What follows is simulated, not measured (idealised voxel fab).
Module name: voxel self aligned contacts (process module)
For reference, the cross-section in this document is cut, with width 300 nm and square cells of 5 nm.
In this document a cross-section is written as a grid of square cells. It is given as a series of bands, listed from the top down, and a band is one or more rows of cells.
Band: top and bottom heights (nm) first, top before bottom; then materials from left to right, widths in nm. "full width" marks a sole material filling the band edge to edge. "blank" denotes empty space.
Heights are expressed relative to 0, this being the level below which the as-received wafer comprises one material exclusively. The lowest band is unbounded in the downward direction and is denoted as in "0 -> down".
A two-number width, for instance "30..40", indicates that the width is equal to the first number in the top row of the band and to the second number in the bottom row, and that it changes by a constant amount per row of cells.
"remained the same", as given for a step, is the statement that not any cell of the cross-section underwent a change during that step.
Each empty space that has no open way to the top and spans at least 8 cells appears under "Sealed void inventory" as width x height at distance, the distance counted from the left edge, all in nm.
Formally, on a step line, whatever follows the settings is a remark that the simulator itself makes on the step.
"overlay nm", when on a step's line for a step with a mask, measures how far to the right of its planned place the mask lay; a negative measure means to the left.
**The process steps that were planned are listed below**
1: RECEIVE [material Si]
2: OXIDIZE [depth nm 5]
3: DIRECTIONAL_DEP [material polySi] [thk nm 20]
4: DIRECTIONAL_DEP [material SiN] [thk nm 15]
5: MASKED_ETCH [tone cover] [mask id GATE] [width nm 25] [pitch nm 60] [etch materials SiN] [depth nm 15] [overlay nm 0]
6: MASKED_ETCH [tone cover] [mask id GATE] [width nm 15] [pitch nm 60] [etch materials polySi] [depth nm 20] [overlay nm 0]
7: CONFORMAL_DEP [material SiN] [thk nm 5]
8: DIRECTIONAL_ETCH [etch materials SiN] [depth nm 5]
9: FILL_DEP [material SiO2] [thk nm 15]
10: CMP [height nm 40]
11: DIRECTIONAL_DEP [material aC] [thk nm 10]
12: PATTERN [tone open] [mask id CONTACT] [material resist] [width nm 45] [thk nm 30] [overlay nm 0]
13: DIRECTIONAL_ETCH [etch materials aC] [depth nm 10]
14: STRIP [etch materials resist]
15: DIRECTIONAL_ETCH [etch materials SiO2] [depth nm 45]
16: STRIP [etch materials aC]
17: CONFORMAL_DEP [material TiN] [thk nm 5]
18: FILL_DEP [material Ru] [thk nm 5]
19: CMP [height nm 40]
20: CONFORMAL_DEP [material SiN] [thk nm 5]
For clarity, it should be stated that the wafers under discussion commence in an identical condition and differ with respect to the width nm of step 6, the plan indicating the value that the first wafer had.
**Incoming state of the first of several wafers in cross-section: after step 1**
0 -> down | Si full width
Sealed void inventory: none
**Heads up, this table goes wafer by wafer. A row tells you, at the end of the module, how many cells of each material that wafer has put on (+) or dropped (-) since it was received, and then its closed voids**
width nm 15, +24 Ru, -60 Si, +118 SiN, +393 SiO2, +25 TiN, +40 polySi, Sealed void inventory: none
width nm 20, +24 Ru, -60 Si, +118 SiN, +393 SiO2, +25 TiN, +40 polySi, Sealed void inventory: none
width nm 25, +24 Ru, -60 Si, +118 SiN, +393 SiO2, +25 TiN, +40 polySi, Sealed void inventory: none
width nm 30, +19 Ru, -60 Si, +118 SiN, +390 SiO2, +25 TiN, +48 polySi, Sealed void inventory: none
width nm 35, +14 Ru, -60 Si, +118 SiN, +387 SiO2, +25 TiN, +56 polySi, Sealed void inventory: none
width nm 40, +9 Ru, -60 Si, +118 SiN, +384 SiO2, +25 TiN, +64 polySi, Sealed void inventory: none
